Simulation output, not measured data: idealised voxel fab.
Presented below is a process module, voxel transistor to metal.
This is section cut - it's 285 nm across, gridded in 5 nm square cells.
In what follows, cross-sections appear as grids of square cells, described through bands that run from the top down, where every band is one or more rows of cells.
For a band, the entry starts with two heights in nm, that of the top and then that of the bottom, and carries on with the band's materials in order from left to right, each alongside its width in nm; the word "all across" beside a single material means it fills the band edge to edge, and "air" means empty space.
Heights from 0 (as-received wafer is one material below). Bottom band endless downward, as "0 down".
Read "30->40" as a graded width: first number on top, second number at the bottom, same change between each pair of neighbouring rows.
Take "no modifications" at face value: in the step it is given for, the cross-section changed in none of its cells.
This entry, "Enclosed voids", enumerates those empty regions of no fewer than 8 cells that possess no open connection to the top. Each region is reported in the form width x height at distance, the distance being taken from the left edge, with all three quantities expressed in nm.
On each step's line, the part that comes after the settings is the simulator's own comment on the step.
"overlay nm" answers the question of how far to the right of plan the mask lay on a step that has a mask, and when it is negative the answer is to the left.
Set out below are the planned steps of the process
1) RECEIVE (material Si)
2) CONFORMAL_DEP (material SiO2; thk nm 5)
3) CONFORMAL_DEP (material SiN; thk nm 10)
4) DIRECTIONAL_DEP (material aC; thk nm 10)
5) PATTERN (tone cover; mask id ACTIVE; material resist; width nm 100; pitch nm 130; thk nm 25; overlay nm 0)
6) DIRECTIONAL_ETCH (etch materials aC; depth nm 10)
7) STRIP (etch materials resist)
8) DIRECTIONAL_ETCH (etch materials SiN; depth nm 10)
9) DIRECTIONAL_ETCH (etch materials SiO2; depth nm 5)
10) DIRECTIONAL_ETCH (etch materials Si; depth nm 35)
11) STRIP (etch materials aC)
12) FILL_DEP (material SiO2; thk nm 15)
13) CMP (height nm 15)
14) SELECTIVE_ETCH (etch materials SiO2; depth nm 10)
15) STRIP (etch materials SiN)
16) SELECTIVE_ETCH (etch materials SiO2; depth nm 5)
17) OXIDIZE (depth nm 5)
18) DIRECTIONAL_DEP (material polySi; thk nm 20)
19) DIRECTIONAL_DEP (material SiCN; thk nm 15)
20) DIRECTIONAL_DEP (material aC; thk nm 10)
21) PATTERN (tone cover; mask id GATE; material resist; width nm 20; pitch nm 130; thk nm 25; overlay nm 0)
22) DIRECTIONAL_ETCH (etch materials aC; depth nm 10)
23) STRIP (etch materials resist)
24) DIRECTIONAL_ETCH (etch materials SiCN; depth nm 25)
25) DIRECTIONAL_ETCH (etch materials polySi; depth nm 30)
26) STRIP (etch materials aC)
27) CONFORMAL_DEP (material SiO2; thk nm 5)
28) DIRECTIONAL_ETCH (etch materials SiO2; depth nm 5)
29) CONFORMAL_DEP (material SiN; thk nm 10)
30) DIRECTIONAL_ETCH (etch materials SiN; depth nm 10)
31) DIRECTIONAL_ETCH (etch materials SiO2; depth nm 5)
32) DIRECTIONAL_ETCH (etch materials Si; depth nm 15)
33) EPI (material nSi; thk nm 20)
34) FILL_DEP (material SiO2; thk nm 10)
35) CMP (height nm 35)
36) DIRECTIONAL_DEP (material SiO2; thk nm 15)
37) PATTERN (tone open; mask id CONTACT; material resist; width nm 15; thk nm 20; overlay nm 0)
38) DIRECTIONAL_ETCH (etch materials SiO2; depth nm 35)
39) STRIP (etch materials resist)
40) CONFORMAL_DEP (material TiN; thk nm 5)
41) FILL_DEP (material Ru; thk nm 5)
42) CMP (height nm 50)
43) DIRECTIONAL_DEP (material TiN; thk nm 5)
44) DIRECTIONAL_DEP (material Ru; thk nm 25)
45) MASKED_ETCH (tone cover; mask id METAL_1; width nm 15; etch materials Ru; depth nm 25; overlay nm 0)
46) MASKED_ETCH (tone cover; mask id METAL_1; width nm 15; etch materials TiN; depth nm 5; overlay nm 0)
47) CONFORMAL_DEP (material SiN; thk nm 5)
48) FILL_DEP (material lowk; thk nm 10)
49) CMP (height nm 80)
50) CONFORMAL_DEP (material SiCN; thk nm 5)
as received, after step 1
* 0 down: Si all across
* Enclosed voids: none
End-of-module cross-section of the first of two wafers, processed as planned
* 85 to 80: SiCN all across
* 80 to 55: lowk (25), then SiN (5), then Ru (15), then SiN (5), then lowk (50), then SiN (5), then Ru (15), then SiN (5), then lowk (30), then SiN (5), then Ru (15), then SiN (5), then lowk (50), then SiN (5), then Ru (15), then SiN (5), then lowk (30)
* 55 to 50: SiN (30), then TiN (15), then SiN (60), then TiN (15), then SiN (40), then TiN (15), then SiN (60), then TiN (15), then SiN (35)
* 50 to 35: SiO2 (30), then TiN (5), then Ru (5), then TiN (5), then SiO2 (60), then TiN (5), then Ru (5), then TiN (5), then SiO2 (40), then TiN (5), then Ru (5), then TiN (5), then SiO2 (60), then TiN (5), then Ru (5), then TiN (5), then SiO2 (35)
* 35 to 20: SiO2 (30), then TiN (5), then Ru (5), then TiN (5), then SiO2 (5), then SiN (10), then SiO2 (5), then SiCN (20), then SiO2 (5), then SiN (10), then SiO2 (5), then TiN (5), then Ru (5), then TiN (5), then SiO2 (40), then TiN (5), then Ru (5), then TiN (5), then SiO2 (5), then SiN (10), then SiO2 (5), then SiCN (20), then SiO2 (5), then SiN (10), then SiO2 (5), then TiN (5), then Ru (5), then TiN (5), then SiO2 (35)
* 20 to 15: SiO2 (30), then TiN (15), then SiO2 (5), then SiN (10), then SiO2 (5), then polySi (20), then SiO2 (5), then SiN (10), then SiO2 (5), then TiN (15), then SiO2 (40), then TiN (15), then SiO2 (5), then SiN (10), then SiO2 (5), then polySi (20), then SiO2 (5), then SiN (10), then SiO2 (5), then TiN (15), then SiO2 (35)
* 15 to 0: SiO2 (30), then nSi (20), then SiN (10), then SiO2 (5), then polySi (20), then SiO2 (5), then SiN (10), then nSi (20), then SiO2 (40), then nSi (20), then SiN (10), then SiO2 (5), then polySi (20), then SiO2 (5), then SiN (10), then nSi (20), then SiO2 (35)
* 0 to -5: SiO2 (20), then nSi (30), then SiO2 (50), then nSi (30), then SiO2 (20), then nSi (30), then SiO2 (50), then nSi (30), then SiO2 (25)
* -5 to -20: SiO2 (25), then nSi (25), then Si (50), then nSi (25), then SiO2 (30), then nSi (25), then Si (50), then nSi (25), then SiO2 (30)
* -20 to -35: SiO2 (25), then Si (100), then SiO2 (30), then Si (100), then SiO2 (30)
* -35 down: Si all across
* Enclosed voids: none
Wafer two, end of module, cross-section. Same start, same plan as wafer one. One mistake in the run
* 85 to 80: SiCN all across
* 80 to 55: lowk (25), then SiN (5), then Ru (15), then SiN (5), then lowk (50), then SiN (5), then Ru (15), then SiN (5), then lowk (30), then SiN (5), then Ru (15), then SiN (5), then lowk (50), then SiN (5), then Ru (15), then SiN (5), then lowk (30)
* 55 to 50: SiN (30), then TiN (15), then SiN (60), then TiN (15), then SiN (40), then TiN (15), then SiN (60), then TiN (15), then SiN (35)
* 50 to 40: SiO2 (40), then TiN (5), then Ru (5), then TiN (5), then SiO2 (60), then TiN (5), then Ru (5), then TiN (5), then SiO2 (40), then TiN (5), then Ru (5), then TiN (5), then SiO2 (60), then TiN (5), then Ru (5), then TiN (5), then SiO2 (25)
* 40 to 35: SiO2 (40), then TiN (15), then SiO2 (60), then TiN (5), then Ru (5), then TiN (5), then SiO2 (40), then TiN (15), then SiO2 (60), then TiN (5), then Ru (5), then TiN (5), then SiO2 (25)
* 35 to 20: SiO2 (40), then TiN (10), then SiN (10), then SiO2 (5), then SiCN (20), then SiO2 (5), then SiN (10), then SiO2 (15), then TiN (5), then Ru (5), then TiN (5), then SiO2 (40), then TiN (10), then SiN (10), then SiO2 (5), then SiCN (20), then SiO2 (5), then SiN (10), then SiO2 (15), then TiN (5), then Ru (5), then TiN (5), then SiO2 (25)
* 20 to 15: SiO2 (40), then TiN (10), then SiN (10), then SiO2 (5), then polySi (20), then SiO2 (5), then SiN (10), then SiO2 (15), then TiN (15), then SiO2 (40), then TiN (10), then SiN (10), then SiO2 (5), then polySi (20), then SiO2 (5), then SiN (10), then SiO2 (15), then TiN (15), then SiO2 (25)
* 15 to 0: SiO2 (30), then nSi (20), then SiN (10), then SiO2 (5), then polySi (20), then SiO2 (5), then SiN (10), then nSi (20), then SiO2 (40), then nSi (20), then SiN (10), then SiO2 (5), then polySi (20), then SiO2 (5), then SiN (10), then nSi (20), then SiO2 (35)
* 0 to -5: SiO2 (20), then nSi (30), then SiO2 (50), then nSi (30), then SiO2 (20), then nSi (30), then SiO2 (50), then nSi (30), then SiO2 (25)
* -5 to -20: SiO2 (25), then nSi (25), then Si (50), then nSi (25), then SiO2 (30), then nSi (25), then Si (50), then nSi (25), then SiO2 (30)
* -20 to -35: SiO2 (25), then Si (100), then SiO2 (30), then Si (100), then SiO2 (30)
* -35 down: Si all across
* Enclosed voids: none
Plan not followed: it should be noted that step 37 was executed with settings other than those planned, the operation and settings actually applied being PATTERN (tone open; mask id CONTACT; material resist; width nm 15; thk nm 20; overlay nm 10)
Materials where the second wafer ends with more or fewer cells than the first: 8 fewer of Ru | 8 more of SiO2
